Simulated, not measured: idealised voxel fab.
You're looking at the process module voxel self aligned contacts.
The cross-section shown here is cut; it is 275 nm wide and divided into square cells measuring 5 nm on a side.
When this document writes out a cross-section, it uses a grid of square cells and lists it as bands, beginning at the top and moving down, with a band standing for one or more rows of cells.
The band entry comprises the height of the band's top followed by the height of its bottom, expressed in nm, and subsequently the band's materials from left to right, each stated together with its width in nm. Where a single material is marked with the word "everywhere", that material fills the band from edge to edge. The word "air" represents empty space.
Height datum 0, below which the as-received substrate wafer is one material. Lowest band open at the bottom, running downward: "0 down".
Width: "30 to 40" (first number = top row, second number = bottom row, same change from row to row of cells).
Take "all unchanged" at face value: in the step it is given for, the cross-section changed in none of its cells.
Enclosed voids (no open way to top), threshold 8 cells or more, entry "Enclosed empty spaces", notation width x height at distance, distance from left edge, nm.
Anything after a step's settings on that line? It's the simulator's own note about the step.
On any step carrying a mask, the "overlay nm" setting, if present on the step's line, tells how far right of its planned place the mask lay; negative values point to the left.
The process steps that were planned are listed below
1: RECEIVE,material Si
2: OXIDIZE,depth nm 5
3: DIRECTIONAL_DEP,material polySi,thk nm 30
4: DIRECTIONAL_DEP,material SiN,thk nm 20
5: PATTERN,tone cover,mask id GATE,material resist,width nm 35,pitch nm 70,thk nm 20,overlay nm 0
6: DIRECTIONAL_ETCH,etch materials SiN,depth nm 20
7: DIRECTIONAL_ETCH,etch materials polySi,depth nm 30
8: STRIP,etch materials resist
9: CONFORMAL_DEP,material SiN,thk nm 5
10: DIRECTIONAL_ETCH,etch materials SiN,depth nm 5
11: FILL_DEP,material SiO2,thk nm 15
12: CMP,height nm 60
13: PATTERN,tone open,mask id CONTACT,material resist,width nm 45,pitch nm 70,thk nm 20,overlay nm 0
14: DIRECTIONAL_ETCH,etch materials SiO2,depth nm 65
15: STRIP,etch materials resist
16: CONFORMAL_DEP,material TiN,thk nm 5
17: FILL_DEP,material W,thk nm 5
18: CMP,height nm 60
19: CONFORMAL_DEP,material SiN,thk nm 5
Among the wafers covered here, the point of difference is the width nm at step 13; their starting state is shared, and the plan presents the value of the first wafer.
The first of several wafers in cross-section, exactly as it reached us after step 1
- 0 down = Si everywhere
- Enclosed empty spaces: none
each wafer at the end: cells of each material gained (+) or lost (-) since it was received, then its closed voids
width nm 45, -55 Si, +199 SiN, +299 SiO2, +66 TiN, +80 W, +126 polySi, Enclosed empty spaces: none
width nm 50, -55 Si, +199 SiN, +295 SiO2, +68 TiN, +82 W, +126 polySi, Enclosed empty spaces: none
width nm 55, -55 Si, +199 SiN, +291 SiO2, +70 TiN, +84 W, +126 polySi, Enclosed empty spaces: none
